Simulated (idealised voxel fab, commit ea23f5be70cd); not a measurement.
Documented hereafter: the process module known as voxel self aligned contacts.
The figure presents cross-section cut, which has a width of 300 nm and is divided into square cells with an edge length of 5 nm.
Reading order for cross-sections: top band down to bottom band. Underlying form: a grid of square cells. Band size: one or more rows of cells. Top height, bottom height, nm. Materials left to right, width each, nm. Single material + "all across" = fills band edge to edge. "blank" = empty. Height is counted from the level 0, under which the received wafer is composed throughout of one material. The lowest of the bands is not closed at the bottom but continues downward, in the notation "from 0 down". When a width is written as two numbers, as in "30..40", the first number is the width in the top row of cells of the band and the second is the width in its bottom row, and the width changes by the same amount from each row to the next. Take "same as before" at face value: in the step it is given for, the cross-section changed in none of its cells. "Trapped voids": sealed empty spaces, 8 cells or more, no open way to top, listed width x height at distance, with distance from the left edge and width, height and distance in nm. Whatever follows a step's settings on its line is a remark the simulator itself makes about that step. "overlay nm" on a masked step: distance the mask lay right of its planned place, negative for left.

Steps in the process plan:
1) RECEIVE | material Si
2) OXIDIZE | depth nm 5
3) DIRECTIONAL_DEP | material polySi | thk nm 30
4) DIRECTIONAL_DEP | material SiN | thk nm 20
5) PATTERN | tone cover | mask id GATE | material resist | width nm 25 | pitch nm 60 | thk nm 20 | overlay nm 0
6) DIRECTIONAL_ETCH | etch materials SiN | depth nm 20
7) DIRECTIONAL_ETCH | etch materials polySi | depth nm 30
8) STRIP | etch materials resist
9) CONFORMAL_DEP | material SiN | thk nm 10
10) DIRECTIONAL_ETCH | etch materials SiN | depth nm 10
11) FILL_DEP | material SiO2 | thk nm 15
12) CMP | height nm 55
13) DIRECTIONAL_DEP | material aC | thk nm 15
14) PATTERN | tone open | mask id CONTACT | material resist | width nm 45 | pitch nm 60 | thk nm 30 | overlay nm 0
15) DIRECTIONAL_ETCH | etch materials aC | depth nm 15
16) STRIP | etch materials resist
17) DIRECTIONAL_ETCH | etch materials SiO2 | depth nm 60
18) STRIP | etch materials aC
19) CONFORMAL_DEP | material TiN | thk nm 5
20) FILL_DEP | material W | thk nm 5
21) CMP | height nm 55
22) CONFORMAL_DEP | material SiCN | thk nm 5

The cross-section here shows the wafer as received, i.e. in its state after step 1:
from 0 down  Si all across
Trapped voids: none

Cross-section, first of two wafers, end of module, run as planned:
from 60 to 55  SiCN all across
from 55 to 50  SiO2=95  TiN=20  W=5  TiN=20  SiO2=15  TiN=20  W=5  TiN=20  SiO2=100
from 50 to 30  SiO2=65  SiN=45  TiN=5  W=5  TiN=5  SiN=45  TiN=5  W=5  TiN=5  SiN=45  SiO2=70
from 30 to 0  SiO2=65  SiN=10  polySi=25  SiN=10  TiN=5  W=5  TiN=5  SiN=10  polySi=25  SiN=10  TiN=5  W=5  TiN=5  SiN=10  polySi=25  SiN=10  SiO2=70
from 0 to -5  SiO2=110  TiN=15  SiO2=45  TiN=15  SiO2=115
from -5 down  Si all across
Trapped voids: none

Wafer two (of two), end-of-module cross-section: start = wafer one, plan = wafer one, one run mistake:
from 60 to 55  SiCN all across
from 55 to 50  SiO2=95  TiN=20  W=5  TiN=20  SiO2=15  TiN=20  W=5  TiN=20  SiO2=100
from 50 to 30  SiO2=65  SiN=45  TiN=5  W=5  TiN=5  SiN=45  TiN=5  W=5  TiN=5  SiN=45  SiO2=70
from 30 to 15  SiO2=65  SiN=10  polySi=25  SiN=10  TiN=5  W=5  TiN=5  SiN=10  polySi=25  SiN=10  TiN=5  W=5  TiN=5  SiN=10  polySi=25  SiN=10  SiO2=70
from 15 to 10  SiO2=65  SiN=10  polySi=25  SiN=10  TiN=15  SiN=10  polySi=25  SiN=10  TiN=15  SiN=10  polySi=25  SiN=10  SiO2=70
from 10 to 0  SiN=75  polySi=25  SiN=35  polySi=25  SiN=35  polySi=25  SiN=80
from 0 to -5  SiO2 all across
from -5 down  Si all across
Trapped voids: none
Heads up, the wafer didn't run the way we planned it: the run placed steps 9 and 10 each in the position the plan gave to the other
The final cell counts differ between the wafers, with the second having more or fewer of some materials than the first: SiN: 66 more; SiO2: 48 fewer; TiN: 12 fewer; W: 6 fewer
